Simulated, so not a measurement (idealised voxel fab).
Documented hereafter: the process module known as voxel spacer lines.
The width of the displayed cross-section, cut, is 225 nm; its cells are square, with a size of 5 nm.
Just so we're on the same page, the cross-sections are grids of square cells, and they're listed out in bands top to bottom, each band one or more rows deep. It is stipulated that each band's entry specify, in nanometres, the height of the top of the band and then that of its bottom, followed by the materials of the band in left-to-right sequence, each together with its width in nanometres. A single material marked by the word "full width" is understood to fill the band from edge to edge; the word "empty" is understood to denote empty space. Heights are expressed relative to 0, this being the level below which the as-received wafer comprises one material exclusively. The lowest band is unbounded in the downward direction and is denoted as in "0..down". Per-row width for "30 to 40": begins at first number (top row of band), ends at second number (bottom row), increment between rows held constant. Given "no alterations made" for a step, no cell of the cross-section differs between before and after that step. The label "Closed void register" introduces a list of the empty spaces, 8 cells or larger, that have no open way up to the top; each entry in it reads width x height at distance, where the distance is taken from the left edge and all three are stated in nm. On each step's line, the part that comes after the settings is the simulator's own comment on the step. The setting "overlay nm" may be written on the line of a step. When the step uses a mask, the value reports how far to the right of the planned place the mask lay, and a negative value reports that it lay to the left.

Planned process steps
- 1: RECEIVE | material Si
- 2: CONFORMAL_DEP | material SiO2 | thk nm 5
- 3: DIRECTIONAL_DEP | material TiN | thk nm 20
- 4: DIRECTIONAL_DEP | material polySi | thk nm 25
- 5: PATTERN | tone cover | mask id MANDREL | material resist | width nm 15 | pitch nm 50 | thk nm 35 | overlay nm 0
- 6: DIRECTIONAL_ETCH | etch materials polySi | depth nm 25
- 7: STRIP | etch materials resist
- 8: CONFORMAL_DEP | material SiN | thk nm 10
- 9: DIRECTIONAL_ETCH | etch materials SiN | depth nm 10
- 10: STRIP | etch materials polySi
- 11: DIRECTIONAL_ETCH | etch materials TiN | depth nm 20
- 12: STRIP | etch materials SiN

The first wafer of two, processed as planned

As received (post step 1): cross-section
* 0..down = Si full width
* Closed void register: none

Cross-section of the wafer subsequent to step 2
* 5..0 = SiO2 full width
* Nothing below the height 0 has changed.

Cross-section of the wafer subsequent to step 3
* 25..5 = TiN full width
* Nothing below the height 5 has changed.

Cross-section of the wafer subsequent to step 4
* 50..25 = polySi full width
* Nothing below the height 25 has changed.

Cross-section of the wafer subsequent to step 5
* 85..50 = empty (55) | resist (15) | empty (35) | resist (15) | empty (35) | resist (15) | empty (55)
* Nothing below the height 50 has changed.

Cross-section of the wafer subsequent to step 6
* 85..50 = empty (55) | resist (15) | empty (35) | resist (15) | empty (35) | resist (15) | empty (55)
* 50..25 = empty (55) | polySi (15) | empty (35) | polySi (15) | empty (35) | polySi (15) | empty (55)
* Nothing below the height 25 has changed.

Cross-section of the wafer subsequent to step 7
* 50..25 = empty (55) | polySi (15) | empty (35) | polySi (15) | empty (35) | polySi (15) | empty (55)
* Nothing below the height 25 has changed.

Cross-section of the wafer subsequent to step 8
* 60..50 = empty (45) | SiN (35) | empty (15) | SiN (35) | empty (15) | SiN (35) | empty (45)
* 50..35 = empty (45) | SiN (10) | polySi (15) | SiN (10) | empty (15) | SiN (10) | polySi (15) | SiN (10) | empty (15) | SiN (10) | polySi (15) | SiN (10) | empty (45)
* 35..25 = SiN (55) | polySi (15) | SiN (35) | polySi (15) | SiN (35) | polySi (15) | SiN (55)
* Nothing below the height 25 has changed.

Cross-section of the wafer subsequent to step 9
* 50..25 = empty (45) | SiN (10) | polySi (15) | SiN (10) | empty (15) | SiN (10) | polySi (15) | SiN (10) | empty (15) | SiN (10) | polySi (15) | SiN (10) | empty (45)
* Nothing below the height 25 has changed.

Cross-section of the wafer subsequent to step 10
* 50..25 = empty (45) | SiN (10) | empty (15) | SiN (10) | empty (15) | SiN (10) | empty (15) | SiN (10) | empty (15) | SiN (10) | empty (15) | SiN (10) | empty (45)
* Nothing below the height 25 has changed.

Cross-section of the wafer subsequent to step 11
* 50..25 = empty (45) | SiN (10) | empty (15) | SiN (10) | empty (15) | SiN (10) | empty (15) | SiN (10) | empty (15) | SiN (10) | empty (15) | SiN (10) | empty (45)
* 25..5 = empty (45) | TiN (10) | empty (15) | TiN (10) | empty (15) | TiN (10) | empty (15) | TiN (10) | empty (15) | TiN (10) | empty (15) | TiN (10) | empty (45)
* Nothing below the height 5 has changed.

Cross-section of the wafer subsequent to step 12
* 25..5 = empty (45) | TiN (10) | empty (15) | TiN (10) | empty (15) | TiN (10) | empty (15) | TiN (10) | empty (15) | TiN (10) | empty (15) | TiN (10) | empty (45)
* Nothing below the height 5 has changed.

It is to be noted that the second wafer proceeded from the same initial state and according to the same plan as the first, although one mistake was committed in its execution; through step 4, inclusive, the two wafers share an identical history

Cross-sectional view of the second wafer at the intended end time of process step 5
* 85..50 = resist (55) | empty (15) | resist (35) | empty (15) | resist (35) | empty (15) | resist (55)
* Nothing below the height 50 has changed.

Cross-sectional view of the second wafer at the intended end time of process step 6
* 85..50 = resist (55) | empty (15) | resist (35) | empty (15) | resist (35) | empty (15) | resist (55)
* 50..25 = polySi (55) | empty (15) | polySi (35) | empty (15) | polySi (35) | empty (15) | polySi (55)
* Nothing below the height 25 has changed.

Cross-sectional view of the second wafer at the intended end time of process step 7
* 50..25 = polySi (55) | empty (15) | polySi (35) | empty (15) | polySi (35) | empty (15) | polySi (55)
* Nothing below the height 25 has changed.

Cross-sectional view of the second wafer at the intended end time of process step 8
* 60..50 = SiN full width
* 50..25 = polySi (55) | SiN (15) | polySi (35) | SiN (15) | polySi (35) | SiN (15) | polySi (55)
* Nothing below the height 25 has changed.

Cross-sectional view of the second wafer at the intended end time of process step 9
* 50..25 = polySi (55) | SiN (15) | polySi (35) | SiN (15) | polySi (35) | SiN (15) | polySi (55)
* Nothing below the height 25 has changed.

Cross-sectional view of the second wafer at the intended end time of process step 10
* 50..25 = empty (55) | SiN (15) | empty (35) | SiN (15) | empty (35) | SiN (15) | empty (55)
* Nothing below the height 25 has changed.

Cross-sectional view of the second wafer at the intended end time of process step 11
* 50..25 = empty (55) | SiN (15) | empty (35) | SiN (15) | empty (35) | SiN (15) | empty (55)
* 25..5 = empty (55) | TiN (15) | empty (35) | TiN (15) | empty (35) | TiN (15) | empty (55)
* Nothing below the height 5 has changed.

Cross-sectional view of the second wafer at the intended end time of process step 12
* 25..5 = empty (55) | TiN (15) | empty (35) | TiN (15) | empty (35) | TiN (15) | empty (55)
* Nothing below the height 5 has changed.
Misprocessing identified: for step 5, the planned setting was not used; the step was instead run as PATTERN | tone open | mask id MANDREL | material resist | width nm 15 | pitch nm 50 | thk nm 35 | overlay nm 0
Counted in cells at the end, the second wafer holds more or fewer of these materials than the first: TiN: 12 fewer
